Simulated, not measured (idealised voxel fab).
This section sets out a process module, namely voxel transistor to metal.
The cross-section shown here is cut; it is 300 nm wide and divided into square cells measuring 5 nm on a side.
Cross-section spec: square-cell grid; bands listed top down; each band is one or more rows. Top, bottom (nm), then materials left to right with widths (nm); lone material tagged "all across" fills the whole band edge to edge; "air" = empty space. Below 0: as-received wafer, all one material; heights counted from there. Lowest band: no bottom, goes on down, written "0 and below". Quick explanation for "30..40": the width changes in equal steps down the rows of cells, from the first number in the band's top row to the second number in its bottom row. You'll sometimes find "remains unaltered" written for a step, and that's the way of saying that nowhere in the cross-section did a cell change during that step. Basically, "Closed void entries" tells you about the enclosed voids: empty spaces with no open way to the top, 8 cells or bigger, each written width x height at distance, where distance is from the left edge, all in nm. Heads up: the bit after the settings on a step's line is the simulator's remark on that step. On any step carrying a mask, the "overlay nm" setting, if present on the step's line, tells how far right of its planned place the mask lay; negative values point to the left.
-- Planned step list for the process
1 RECEIVE: material Si
2 OXIDIZE: depth nm 5
3 CONFORMAL_DEP: material SiN, thk nm 15
4 MASKED_ETCH: tone cover, mask id ACTIVE, width nm 105, pitch nm 130, etch materials SiN, depth nm 15, overlay nm 0
5 MASKED_ETCH: tone cover, mask id ACTIVE, width nm 105, pitch nm 130, etch materials SiO2, depth nm 5, overlay nm 0
6 MASKED_ETCH: tone cover, mask id ACTIVE, width nm 105, pitch nm 130, etch materials Si, depth nm 20, overlay nm 0
7 FILL_DEP: material SiO2, thk nm 10
8 CMP: height nm 15
9 SELECTIVE_ETCH: etch materials SiO2, depth nm 5
10 STRIP: etch materials SiN
11 SELECTIVE_ETCH: etch materials SiO2, depth nm 5
12 OXIDIZE: depth nm 5
13 DIRECTIONAL_DEP: material polySi, thk nm 30
14 DIRECTIONAL_DEP: material SiCN, thk nm 10
15 PATTERN: tone cover, mask id GATE, material resist, width nm 15, pitch nm 130, thk nm 20, overlay nm 0
16 DIRECTIONAL_ETCH: etch materials SiCN, depth nm 20
17 DIRECTIONAL_ETCH: etch materials polySi, depth nm 40
18 STRIP: etch materials resist
19 CONFORMAL_DEP: material SiN, thk nm 10
20 DIRECTIONAL_ETCH: etch materials SiN, depth nm 10
21 DIRECTIONAL_ETCH: etch materials SiO2, depth nm 5
22 DIRECTIONAL_ETCH: etch materials Si, depth nm 10
23 EPI: material SiGe, thk nm 15
24 FILL_DEP: material SiO2, thk nm 10
25 CMP: height nm 35
26 DIRECTIONAL_DEP: material SiO2, thk nm 15
27 PATTERN: tone open, mask id CONTACT, material resist, width nm 20, thk nm 20, overlay nm 0
28 DIRECTIONAL_ETCH: etch materials SiO2, depth nm 45
29 STRIP: etch materials resist
30 CONFORMAL_DEP: material TiN, thk nm 5
31 FILL_DEP: material W, thk nm 5
32 CMP: height nm 50
33 DIRECTIONAL_DEP: material TiN, thk nm 5
34 DIRECTIONAL_DEP: material W, thk nm 20
35 MASKED_ETCH: tone cover, mask id METAL_1, width nm 20, etch materials W, depth nm 20, overlay nm 0
36 MASKED_ETCH: tone cover, mask id METAL_1, width nm 20, etch materials TiN, depth nm 5, overlay nm 0
37 FILL_DEP: material SiO2, thk nm 5
38 CMP: height nm 75
39 CONFORMAL_DEP: material SiCN, thk nm 5
40 DIRECTIONAL_DEP: material lowk, thk nm 30
41 DIRECTIONAL_DEP: material aC, thk nm 10
42 PATTERN: tone open, mask id METAL_2, material resist, width nm 20, pitch nm 130, thk nm 30, overlay nm 0
43 DIRECTIONAL_ETCH: etch materials aC, depth nm 10
44 STRIP: etch materials resist
45 DIRECTIONAL_ETCH: etch materials lowk, depth nm 15
46 STRIP: etch materials aC
47 DIRECTIONAL_DEP: material aC, thk nm 10
48 PATTERN: tone open, mask id METAL_2_HOLES, material resist, width nm 15, pitch nm 130, thk nm 25, overlay nm 0
49 DIRECTIONAL_ETCH: etch materials aC, depth nm 10
50 STRIP: etch materials resist
51 DIRECTIONAL_ETCH: etch materials lowk, depth nm 15
52 DIRECTIONAL_ETCH: etch materials SiCN, depth nm 5
53 STRIP: etch materials aC
54 CONFORMAL_DEP: material TiN, thk nm 5
55 FILL_DEP: material Cu, thk nm 10
56 CMP: height nm 110
57 CONFORMAL_DEP: material SiCN, thk nm 5
-- First wafer of two (run as planned)
-- Cross-section of the wafer at receipt, which is the condition after step 1
  0 and below: Si all across
  Closed void entries: none
-- Wafer section view after processing step 2
  0 down to -5: SiO2 all across
  below -5: unchanged
-- Wafer section view after processing step 3
  15 down to 0: SiN all across
  below 0: unchanged
-- Wafer section view after processing step 4
  15 down to 0: air=30; SiN=105; air=25; SiN=105; air=35
  below 0: unchanged
-- Wafer section view after processing step 5
  15 down to 0: air=30; SiN=105; air=25; SiN=105; air=35
  0 down to -5: air=30; SiO2=105; air=25; SiO2=105; air=35
  below -5: unchanged
-- Wafer section view after processing step 6
  15 down to 0: air=30; SiN=105; air=25; SiN=105; air=35
  0 down to -5: air=30; SiO2=105; air=25; SiO2=105; air=35
  -5 down to -25: air=30; Si=105; air=25; Si=105; air=35
  below -25: unchanged
-- Wafer section view after processing step 7
  25 down to 15: SiO2 all across
  15 down to 0: SiO2=30; SiN=105; SiO2=25; SiN=105; SiO2=35
  0 down to -5: SiO2 all across
  -5 down to -25: SiO2=30; Si=105; SiO2=25; Si=105; SiO2=35
  below -25: unchanged
-- Wafer section view after processing step 8
  15 down to 0: SiO2=30; SiN=105; SiO2=25; SiN=105; SiO2=35
  below 0: unchanged
-- Wafer section view after processing step 9
  15 down to 10: air=30; SiN=105; air=25; SiN=105; air=35
  below 10: unchanged
-- Wafer section view after processing step 10
  10 down to 0: SiO2=30; air=105; SiO2=25; air=105; SiO2=35
  below 0: unchanged
-- Wafer section view after processing step 11
  5 down to -5: SiO2=25; air=115; SiO2=15; air=115; SiO2=30
  below -5: unchanged
-- Wafer section view after processing step 12
  5 down to -5: SiO2=25; air=115; SiO2=15; air=115; SiO2=30
  -5 down to -10: SiO2 all across
  below -10: unchanged
-- Wafer section view after processing step 13
  35 down to 25: polySi=25; air=115; polySi=15; air=115; polySi=30
  25 down to 5: polySi all across
  5 down to -5: SiO2=25; polySi=115; SiO2=15; polySi=115; SiO2=30
  below -5: unchanged
-- Wafer section view after processing step 14
  45 down to 35: SiCN=25; air=115; SiCN=15; air=115; SiCN=30
  35 down to 25: polySi=25; SiCN=115; polySi=15; SiCN=115; polySi=30
  below 25: unchanged
-- Wafer section view after processing step 15
  65 down to 45: air=75; resist=15; air=115; resist=15; air=80
  45 down to 35: SiCN=25; air=50; resist=15; air=50; SiCN=15; air=50; resist=15; air=50; SiCN=30
  below 35: unchanged
-- Wafer section view after processing step 16
  65 down to 35: air=75; resist=15; air=115; resist=15; air=80
  35 down to 25: polySi=25; air=50; SiCN=15; air=50; polySi=15; air=50; SiCN=15; air=50; polySi=30
  below 25: unchanged
-- Wafer section view after processing step 17
  65 down to 35: air=75; resist=15; air=115; resist=15; air=80
  35 down to 25: air=75; SiCN=15; air=115; SiCN=15; air=80
  25 down to 5: air=75; polySi=15; air=115; polySi=15; air=80
  5 down to -5: SiO2=25; air=50; polySi=15; air=50; SiO2=15; air=50; polySi=15; air=50; SiO2=30
  below -5: unchanged
-- Wafer section view after processing step 18
  35 down to 25: air=75; SiCN=15; air=115; SiCN=15; air=80
  below 25: unchanged
-- Wafer section view after processing step 19
  45 down to 35: air=65; SiN=35; air=95; SiN=35; air=70
  35 down to 25: air=65; SiN=10; SiCN=15; SiN=10; air=95; SiN=10; SiCN=15; SiN=10; air=70
  25 down to 15: air=65; SiN=10; polySi=15; SiN=10; air=95; SiN=10; polySi=15; SiN=10; air=70
  15 down to 5: SiN=35; air=30; SiN=10; polySi=15; SiN=10; air=30; SiN=35; air=30; SiN=10; polySi=15; SiN=10; air=30; SiN=40
  5 down to -5: SiO2=25; SiN=50; polySi=15; SiN=50; SiO2=15; SiN=50; polySi=15; SiN=50; SiO2=30
  below -5: unchanged
-- Wafer section view after processing step 20
  35 down to 25: air=65; SiN=10; SiCN=15; SiN=10; air=95; SiN=10; SiCN=15; SiN=10; air=70
  25 down to 5: air=65; SiN=10; polySi=15; SiN=10; air=95; SiN=10; polySi=15; SiN=10; air=70
  5 down to -5: SiO2=25; SiN=10; air=30; SiN=10; polySi=15; SiN=10; air=30; SiN=10; SiO2=15; SiN=10; air=30; SiN=10; polySi=15; SiN=10; air=30; SiN=10; SiO2=30
  below -5: unchanged
-- Wafer section view after processing step 21
  35 down to 25: air=65; SiN=10; SiCN=15; SiN=10; air=95; SiN=10; SiCN=15; SiN=10; air=70
  25 down to 5: air=65; SiN=10; polySi=15; SiN=10; air=95; SiN=10; polySi=15; SiN=10; air=70
  5 down to 0: air=25; SiN=10; air=30; SiN=10; polySi=15; SiN=10; air=30; SiN=10; air=15; SiN=10; air=30; SiN=10; polySi=15; SiN=10; air=30; SiN=10; air=30
  0 down to -5: SiO2=25; SiN=10; air=30; SiN=10; polySi=15; SiN=10; air=30; SiN=10; SiO2=15; SiN=10; air=30; SiN=10; polySi=15; SiN=10; air=30; SiN=10; SiO2=30
  -5 down to -10: SiO2=35; air=30; SiO2=35; air=30; SiO2=35; air=30; SiO2=35; air=30; SiO2=40
  below -10: unchanged
-- Wafer section view after processing step 22
  35 down to 25: air=65; SiN=10; SiCN=15; SiN=10; air=95; SiN=10; SiCN=15; SiN=10; air=70
  25 down to 5: air=65; SiN=10; polySi=15; SiN=10; air=95; SiN=10; polySi=15; SiN=10; air=70
  5 down to 0: air=25; SiN=10; air=30; SiN=10; polySi=15; SiN=10; air=30; SiN=10; air=15; SiN=10; air=30; SiN=10; polySi=15; SiN=10; air=30; SiN=10; air=30
  0 down to -5: SiO2=25; SiN=10; air=30; SiN=10; polySi=15; SiN=10; air=30; SiN=10; SiO2=15; SiN=10; air=30; SiN=10; polySi=15; SiN=10; air=30; SiN=10; SiO2=30
  -5 down to -10: SiO2=35; air=30; SiO2=35; air=30; SiO2=35; air=30; SiO2=35; air=30; SiO2=40
  -10 down to -20: SiO2=30; Si=5; air=30; Si=35; air=30; Si=5; SiO2=25; Si=5; air=30; Si=35; air=30; Si=5; SiO2=35
  below -20: unchanged
-- Wafer section view after processing step 23
  35 down to 25: air=65; SiN=10; SiCN=15; SiN=10; air=95; SiN=10; SiCN=15; SiN=10; air=70
  25 down to 5: air=65; SiN=10; polySi=15; SiN=10; air=95; SiN=10; polySi=15; SiN=10; air=70
  5 down to 0: air=25; SiN=10; SiGe=30; SiN=10; polySi=15; SiN=10; SiGe=30; SiN=10; air=15; SiN=10; SiGe=30; SiN=10; polySi=15; SiN=10; SiGe=30; SiN=10; air=30
  0 down to -5: SiO2=25; SiN=10; SiGe=30; SiN=10; polySi=15; SiN=10; SiGe=30; SiN=10; SiO2=15; SiN=10; SiGe=30; SiN=10; polySi=15; SiN=10; SiGe=30; SiN=10; SiO2=30
  -5 down to -10: SiO2=35; SiGe=30; SiO2=35; SiGe=30; SiO2=35; SiGe=30; SiO2=35; SiGe=30; SiO2=40
  -10 down to -20: SiO2=30; Si=5; SiGe=30; Si=35; SiGe=30; Si=5; SiO2=25; Si=5; SiGe=30; Si=35; SiGe=30; Si=5; SiO2=35
  below -20: unchanged
-- Wafer section view after processing step 24
  45 down to 35: SiO2 all across
  35 down to 25: SiO2=65; SiN=10; SiCN=15; SiN=10; SiO2=95; SiN=10; SiCN=15; SiN=10; SiO2=70
  25 down to 5: SiO2=65; SiN=10; polySi=15; SiN=10; SiO2=95; SiN=10; polySi=15; SiN=10; SiO2=70
  5 down to -5: SiO2=25; SiN=10; SiGe=30; SiN=10; polySi=15; SiN=10; SiGe=30; SiN=10; SiO2=15; SiN=10; SiGe=30; SiN=10; polySi=15; SiN=10; SiGe=30; SiN=10; SiO2=30
  below -5: unchanged
-- Wafer section view after processing step 25
  35 down to 25: SiO2=65; SiN=10; SiCN=15; SiN=10; SiO2=95; SiN=10; SiCN=15; SiN=10; SiO2=70
  below 25: unchanged
-- Wafer section view after processing step 26
  50 down to 35: SiO2 all across
  below 35: unchanged
-- Wafer section view after processing step 27
  70 down to 50: resist=35; air=20; resist=55; air=20; resist=35; air=20; resist=55; air=20; resist=40
  below 50: unchanged
-- Wafer section view after processing step 28
  70 down to 50: resist=35; air=20; resist=55; air=20; resist=35; air=20; resist=55; air=20; resist=40
  50 down to 35: SiO2=35; air=20; SiO2=55; air=20; SiO2=35; air=20; SiO2=55; air=20; SiO2=40
  35 down to 25: SiO2=35; air=20; SiO2=10; SiN=10; SiCN=15; SiN=10; SiO2=10; air=20; SiO2=35; air=20; SiO2=10; SiN=10; SiCN=15; SiN=10; SiO2=10; air=20; SiO2=40
  25 down to 5: SiO2=35; air=20; SiO2=10; SiN=10; polySi=15; SiN=10; SiO2=10; air=20; SiO2=35; air=20; SiO2=10; SiN=10; polySi=15; SiN=10; SiO2=10; air=20; SiO2=40
  below 5: unchanged
-- Wafer section view after processing step 29
  50 down to 35: SiO2=35; air=20; SiO2=55; air=20; SiO2=35; air=20; SiO2=55; air=20; SiO2=40
  below 35: unchanged
-- Wafer section view after processing step 30
  55 down to 50: TiN=40; air=10; TiN=65; air=10; TiN=45; air=10; TiN=65; air=10; TiN=45
  50 down to 35: SiO2=35; TiN=5; air=10; TiN=5; SiO2=55; TiN=5; air=10; TiN=5; SiO2=35; TiN=5; air=10; TiN=5; SiO2=55; TiN=5; air=10; TiN=5; SiO2=40
  35 down to 25: SiO2=35; TiN=5; air=10; TiN=5; SiO2=10; SiN=10; SiCN=15; SiN=10; SiO2=10; TiN=5; air=10; TiN=5; SiO2=35; TiN=5; air=10; TiN=5; SiO2=10; SiN=10; SiCN=15; SiN=10; SiO2=10; TiN=5; air=10; TiN=5; SiO2=40
  25 down to 10: SiO2=35; TiN=5; air=10; TiN=5; SiO2=10; SiN=10; polySi=15; SiN=10; SiO2=10; TiN=5; air=10; TiN=5; SiO2=35; TiN=5; air=10; TiN=5; SiO2=10; SiN=10; polySi=15; SiN=10; SiO2=10; TiN=5; air=10; TiN=5; SiO2=40
  10 down to 5: SiO2=35; TiN=20; SiO2=10; SiN=10; polySi=15; SiN=10; SiO2=10; TiN=20; SiO2=35; TiN=20; SiO2=10; SiN=10; polySi=15; SiN=10; SiO2=10; TiN=20; SiO2=40
  below 5: unchanged
-- Wafer section view after processing step 31
  60 down to 55: W all across
  55 down to 50: TiN=40; W=10; TiN=65; W=10; TiN=45; W=10; TiN=65; W=10; TiN=45
  50 down to 35: SiO2=35; TiN=5; W=10; TiN=5; SiO2=55; TiN=5; W=10; TiN=5; SiO2=35; TiN=5; W=10; TiN=5; SiO2=55; TiN=5; W=10; TiN=5; SiO2=40
  35 down to 25: SiO2=35; TiN=5; W=10; TiN=5; SiO2=10; SiN=10; SiCN=15; SiN=10; SiO2=10; TiN=5; W=10; TiN=5; SiO2=35; TiN=5; W=10; TiN=5; SiO2=10; SiN=10; SiCN=15; SiN=10; SiO2=10; TiN=5; W=10; TiN=5; SiO2=40
  25 down to 10: SiO2=35; TiN=5; W=10; TiN=5; SiO2=10; SiN=10; polySi=15; SiN=10; SiO2=10; TiN=5; W=10; TiN=5; SiO2=35; TiN=5; W=10; TiN=5; SiO2=10; SiN=10; polySi=15; SiN=10; SiO2=10; TiN=5; W=10; TiN=5; SiO2=40
  below 10: unchanged
-- Wafer section view after processing step 32
  50 down to 35: SiO2=35; TiN=5; W=10; TiN=5; SiO2=55; TiN=5; W=10; TiN=5; SiO2=35; TiN=5; W=10; TiN=5; SiO2=55; TiN=5; W=10; TiN=5; SiO2=40
  below 35: unchanged
-- Wafer section view after processing step 33
  55 down to 50: TiN all across
  below 50: unchanged
-- Wafer section view after processing step 34
  75 down to 55: W all across
  below 55: unchanged
-- Wafer section view after processing step 35
  75 down to 55: air=35; W=20; air=55; W=20; air=35; W=20; air=55; W=20; air=40
  below 55: unchanged
-- Wafer section view after processing step 36
  75 down to 55: air=35; W=20; air=55; W=20; air=35; W=20; air=55; W=20; air=40
  55 down to 50: air=35; TiN=20; air=55; TiN=20; air=35; TiN=20; air=55; TiN=20; air=40
  below 50: unchanged
-- Wafer section view after processing step 37
  80 down to 75: SiO2 all across
  75 down to 55: SiO2=35; W=20; SiO2=55; W=20; SiO2=35; W=20; SiO2=55; W=20; SiO2=40
  55 down to 50: SiO2=35; TiN=20; SiO2=55; TiN=20; SiO2=35; TiN=20; SiO2=55; TiN=20; SiO2=40
  below 50: unchanged
-- Wafer section view after processing step 38
  75 down to 55: SiO2=35; W=20; SiO2=55; W=20; SiO2=35; W=20; SiO2=55; W=20; SiO2=40
  below 55: unchanged
-- Wafer section view after processing step 39
  80 down to 75: SiCN all across
  below 75: unchanged
-- Wafer section view after processing step 40
  110 down to 80: lowk all across
  below 80: unchanged
-- Wafer section view after processing step 41
  120 down to 110: aC all across
  below 110: unchanged
-- Wafer section view after processing step 42
  150 down to 120: resist=35; air=20; resist=110; air=20; resist=115
  below 120: unchanged
-- Wafer section view after processing step 43
  140 down to 120: resist=35; air=20; resist=110; air=20; resist=115
  120 down to 110: aC=35; air=20; aC=110; air=20; aC=115
  below 110: unchanged
-- Wafer section view after processing step 44
  120 down to 110: aC=35; air=20; aC=110; air=20; aC=115
  below 110: unchanged
-- Wafer section view after processing step 45
  120 down to 110: aC=35; air=20; aC=110; air=20; aC=115
  110 down to 95: lowk=35; air=20; lowk=110; air=20; lowk=115
  below 95: unchanged
-- Wafer section view after processing step 46
  110 down to 95: lowk=35; air=20; lowk=110; air=20; lowk=115
  below 95: unchanged
-- Wafer section view after processing step 47
  120 down to 110: aC=35; air=20; aC=110; air=20; aC=115
  110 down to 105: lowk=35; air=20; lowk=110; air=20; lowk=115
  105 down to 95: lowk=35; aC=20; lowk=110; aC=20; lowk=115
  below 95: unchanged
-- Wafer section view after processing step 48
  145 down to 120: resist=35; air=15; resist=115; air=15; resist=120
  120 down to 110: aC=35; air=15; resist=5; aC=110; air=15; resist=5; aC=115
  110 down to 105: lowk=35; air=15; resist=5; lowk=110; air=15; resist=5; lowk=115
  below 105: unchanged
-- Wafer section view after processing step 49
  135 down to 120: resist=35; air=15; resist=115; air=15; resist=120
  120 down to 110: aC=35; air=15; resist=5; aC=110; air=15; resist=5; aC=115
  110 down to 105: lowk=35; air=15; resist=5; lowk=110; air=15; resist=5; lowk=115
  105 down to 95: lowk=35; air=15; aC=5; lowk=110; air=15; aC=5; lowk=115
  below 95: unchanged
-- Wafer section view after processing step 50
  120 down to 110: aC=35; air=20; aC=110; air=20; aC=115
  110 down to 105: lowk=35; air=20; lowk=110; air=20; lowk=115
  below 105: unchanged
-- Wafer section view after processing step 51
  120 down to 110: aC=35; air=20; aC=110; air=20; aC=115
  110 down to 105: lowk=35; air=20; lowk=110; air=20; lowk=115
  105 down to 95: lowk=35; air=15; aC=5; lowk=110; air=15; aC=5; lowk=115
  95 down to 80: lowk=35; air=15; lowk=115; air=15; lowk=120
  below 80: unchanged
-- Wafer section view after processing step 52
  120 down to 110: aC=35; air=20; aC=110; air=20; aC=115
  110 down to 105: lowk=35; air=20; lowk=110; air=20; lowk=115
  105 down to 95: lowk=35; air=15; aC=5; lowk=110; air=15; aC=5; lowk=115
  95 down to 80: lowk=35; air=15; lowk=115; air=15; lowk=120
  80 down to 75: SiCN=35; air=15; SiCN=115; air=15; SiCN=120
  below 75: unchanged
-- Wafer section view after processing step 53
  110 down to 95: lowk=35; air=20; lowk=110; air=20; lowk=115
  below 95: unchanged
-- Wafer section view after processing step 54
  115 down to 110: TiN=40; air=10; TiN=120; air=10; TiN=120
  110 down to 100: lowk=35; TiN=5; air=10; TiN=5; lowk=110; TiN=5; air=10; TiN=5; lowk=115
  100 down to 95: lowk=35; TiN=5; air=5; TiN=10; lowk=110; TiN=5; air=5; TiN=10; lowk=115
  95 down to 80: lowk=35; TiN=5; air=5; TiN=5; lowk=115; TiN=5; air=5; TiN=5; lowk=120
  80 down to 75: SiCN=35; TiN=15; SiCN=115; TiN=15; SiCN=120
  below 75: unchanged
-- Wafer section view after processing step 55
  125 down to 115: Cu all across
  115 down to 110: TiN=40; Cu=10; TiN=120; Cu=10; TiN=120
  110 down to 100: lowk=35; TiN=5; Cu=10; TiN=5; lowk=110; TiN=5; Cu=10; TiN=5; lowk=115
  100 down to 95: lowk=35; TiN=5; Cu=5; TiN=10; lowk=110; TiN=5; Cu=5; TiN=10; lowk=115
  95 down to 80: lowk=35; TiN=5; Cu=5; TiN=5; lowk=115; TiN=5; Cu=5; TiN=5; lowk=120
  below 80: unchanged
-- Wafer section view after processing step 56
  110 down to 100: lowk=35; TiN=5; Cu=10; TiN=5; lowk=110; TiN=5; Cu=10; TiN=5; lowk=115
  below 100: unchanged
-- Wafer section view after processing step 57
  115 down to 110: SiCN all across
  below 110: unchanged
-- Companion wafer, the second of two: same beginning, same intended sequence, one mistake in carrying it out; through step 44 inclusive it tracks the first exactly
-- Cross-section, second wafer, at the end time the plan gives for step 45
  120 down to 110: aC=35; air=20; aC=110; air=20; aC=115
  110 down to 80: lowk=35; air=20; lowk=110; air=20; lowk=115
  below 80: unchanged
-- Cross-section, second wafer, at the end time the plan gives for step 46
  110 down to 80: lowk=35; air=20; lowk=110; air=20; lowk=115
  below 80: unchanged
-- Cross-section, second wafer, at the end time the plan gives for step 47
  120 down to 110: aC=35; air=20; aC=110; air=20; aC=115
  110 down to 90: lowk=35; air=20; lowk=110; air=20; lowk=115
  90 down to 80: lowk=35; aC=20; lowk=110; aC=20; lowk=115
  below 80: unchanged
-- Cross-section, second wafer, at the end time the plan gives for step 48
  145 down to 120: resist=35; air=15; resist=115; air=15; resist=120
  120 down to 110: aC=35; air=15; resist=5; aC=110; air=15; resist=5; aC=115
  110 down to 90: lowk=35; air=15; resist=5; lowk=110; air=15; resist=5; lowk=115
  below 90: unchanged
-- Cross-section, second wafer, at the end time the plan gives for step 49
  135 down to 120: resist=35; air=15; resist=115; air=15; resist=120
  120 down to 110: aC=35; air=15; resist=5; aC=110; air=15; resist=5; aC=115
  110 down to 90: lowk=35; air=15; resist=5; lowk=110; air=15; resist=5; lowk=115
  90 down to 80: lowk=35; air=15; aC=5; lowk=110; air=15; aC=5; lowk=115
  below 80: unchanged
-- Cross-section, second wafer, at the end time the plan gives for step 50
  120 down to 110: aC=35; air=20; aC=110; air=20; aC=115
  110 down to 90: lowk=35; air=20; lowk=110; air=20; lowk=115
  below 90: unchanged
Cross-section, second wafer, at the end time the plan gives for step 51: remains unaltered
-- Cross-section, second wafer, at the end time the plan gives for step 52
  120 down to 110: aC=35; air=20; aC=110; air=20; aC=115
  110 down to 90: lowk=35; air=20; lowk=110; air=20; lowk=115
  90 down to 80: lowk=35; air=15; aC=5; lowk=110; air=15; aC=5; lowk=115
  80 down to 75: SiCN=35; air=15; SiCN=115; air=15; SiCN=120
  below 75: unchanged
-- Cross-section, second wafer, at the end time the plan gives for step 53
  110 down to 80: lowk=35; air=20; lowk=110; air=20; lowk=115
  below 80: unchanged
-- Cross-section, second wafer, at the end time the plan gives for step 54
  115 down to 110: TiN=40; air=10; TiN=120; air=10; TiN=120
  110 down to 85: lowk=35; TiN=5; air=10; TiN=5; lowk=110; TiN=5; air=10; TiN=5; lowk=115
  85 down to 80: lowk=35; TiN=5; air=5; TiN=10; lowk=110; TiN=5; air=5; TiN=10; lowk=115
  80 down to 75: SiCN=35; TiN=15; SiCN=115; TiN=15; SiCN=120
  below 75: unchanged
-- Cross-section, second wafer, at the end time the plan gives for step 55
  125 down to 115: Cu all across
  115 down to 110: TiN=40; Cu=10; TiN=120; Cu=10; TiN=120
  110 down to 85: lowk=35; TiN=5; Cu=10; TiN=5; lowk=110; TiN=5; Cu=10; TiN=5; lowk=115
  85 down to 80: lowk=35; TiN=5; Cu=5; TiN=10; lowk=110; TiN=5; Cu=5; TiN=10; lowk=115
  below 80: unchanged
-- Cross-section, second wafer, at the end time the plan gives for step 56
  110 down to 85: lowk=35; TiN=5; Cu=10; TiN=5; lowk=110; TiN=5; Cu=10; TiN=5; lowk=115
  below 85: unchanged
-- Cross-section, second wafer, at the end time the plan gives for step 57
  115 down to 110: SiCN all across
  below 110: unchanged
Misprocessing identified: regarding the plan, step 45 was run twice
Materials where the second wafer ends with more or fewer cells than the first: Cu +6, lowk -6
